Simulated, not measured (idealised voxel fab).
You're looking at the process module voxel ribs on slabs.
In the cross-section labelled cut, the width is 220 nm and each square cell is 5 nm.
This document writes a cross-section as a grid whose cells are square, and gives it as bands, listed from the top down; one or more rows of cells form a band.
Band: top height; bottom height; in nm. Then, left to right: material with width in nm, for each material. "everywhere": a single material spanning edge to edge. "blank": empty space.
Height is counted from the level 0, under which the received wafer is composed throughout of one material. The lowest of the bands is not closed at the bottom but continues downward, in the notation "0..down".
The two numbers in a width such as "30 to 40" mark its ends across the band: the first belongs to the top row of cells, the second to the bottom row, and from each row to the next the width moves by the same amount.
"everything unchanged" means the step left every cell of the cross-section as it was.
So "Sealed internal voids" is basically the list of trapped voids: any empty space of 8 cells or more that can't reach the top through an opening. They're written width x height at distance, the distance being from the left edge, and it's all nm.
Heads up: the bit after the settings on a step's line is the simulator's remark on that step.
What "overlay nm" on a step's line means: if the step has a mask, that mask lay this far to the right of its planned place, or, when the value is negative, to the left.

# Process steps - plan
1: op RECEIVE | material Si
2: op DIRECTIONAL_DEP | material SiO2 | thk nm 30
3: op DIRECTIONAL_DEP | material polySi | thk nm 15
4: op PATTERN | tone cover | mask id RIB | material resist | width nm 20 | thk nm 15 | overlay nm 0
5: op DIRECTIONAL_ETCH | etch materials polySi | depth nm 10
6: op STRIP | etch materials resist
7: op MASKED_ETCH | tone cover | mask id SLAB | width nm 70 | etch materials polySi | depth nm 5 | overlay nm 0
8: op FILL_DEP | material SiO2 | thk nm 15
9: op CMP | height nm 55
10: op DIRECTIONAL_DEP | material TiN | thk nm 5
11: op DIRECTIONAL_DEP | material aC | thk nm 15
12: op PATTERN | tone cover | mask id HEATER | material resist | width nm 30 | thk nm 35 | overlay nm 0
13: op DIRECTIONAL_ETCH | etch materials aC | depth nm 15
14: op STRIP | etch materials resist
15: op DIRECTIONAL_ETCH | etch materials TiN | depth nm 5
16: op STRIP | etch materials aC
17: op CONFORMAL_DEP | material SiO2 | thk nm 5

# The first of two wafers, run as planned

# Step 1 complete: cross-section of the wafer as received
    0..down: Si everywhere
    Sealed internal voids: none

# Step 2 complete: cross-section through the wafer
    30..0: SiO2 everywhere
    Nothing below the height 0 has changed.

# Step 3 complete: cross-section through the wafer
    45..30: polySi everywhere
    Nothing below the height 30 has changed.

# Step 4 complete: cross-section through the wafer
    60..45: blank 100 nm, then resist 20 nm, then blank 100 nm
    Nothing below the height 45 has changed.

# Step 5 complete: cross-section through the wafer
    60..45: blank 100 nm, then resist 20 nm, then blank 100 nm
    45..35: blank 100 nm, then polySi 20 nm, then blank 100 nm
    Nothing below the height 35 has changed.

# Step 6 complete: cross-section through the wafer
    45..35: blank 100 nm, then polySi 20 nm, then blank 100 nm
    Nothing below the height 35 has changed.

# Step 7 complete: cross-section through the wafer
    45..35: blank 100 nm, then polySi 20 nm, then blank 100 nm
    35..30: blank 75 nm, then polySi 70 nm, then blank 75 nm
    Nothing below the height 30 has changed.

# Step 8 complete: cross-section through the wafer
    60..45: SiO2 everywhere
    45..35: SiO2 100 nm, then polySi 20 nm, then SiO2 100 nm
    35..30: SiO2 75 nm, then polySi 70 nm, then SiO2 75 nm
    Nothing below the height 30 has changed.

# Step 9 complete: cross-section through the wafer
    55..45: SiO2 everywhere
    Nothing below the height 45 has changed.

# Step 10 complete: cross-section through the wafer
    60..55: TiN everywhere
    Nothing below the height 55 has changed.

# Step 11 complete: cross-section through the wafer
    75..60: aC everywhere
    Nothing below the height 60 has changed.

# Step 12 complete: cross-section through the wafer
    110..75: blank 95 nm, then resist 30 nm, then blank 95 nm
    Nothing below the height 75 has changed.

# Step 13 complete: cross-section through the wafer
    95..75: blank 95 nm, then resist 30 nm, then blank 95 nm
    75..60: blank 95 nm, then aC 30 nm, then blank 95 nm
    Nothing below the height 60 has changed.

# Step 14 complete: cross-section through the wafer
    75..60: blank 95 nm, then aC 30 nm, then blank 95 nm
    Nothing below the height 60 has changed.

# Step 15 complete: cross-section through the wafer
    75..60: blank 95 nm, then aC 30 nm, then blank 95 nm
    60..55: blank 95 nm, then TiN 30 nm, then blank 95 nm
    Nothing below the height 55 has changed.

# Step 16 complete: cross-section through the wafer
    60..55: blank 95 nm, then TiN 30 nm, then blank 95 nm
    Nothing below the height 55 has changed.

# Step 17 complete: cross-section through the wafer
    65..60: blank 90 nm, then SiO2 40 nm, then blank 90 nm
    60..55: SiO2 95 nm, then TiN 30 nm, then SiO2 95 nm
    Nothing below the height 55 has changed.

# Second wafer: same start and same plan as the first, one execution error; identical to the first through step 16

Second wafer at the planned finish of step 17, seen in cross-section: everything unchanged
What was the processing mistake? plan step 17: skipped, not run
Materials where the second wafer ends with more or fewer cells than the first: -46 SiO2
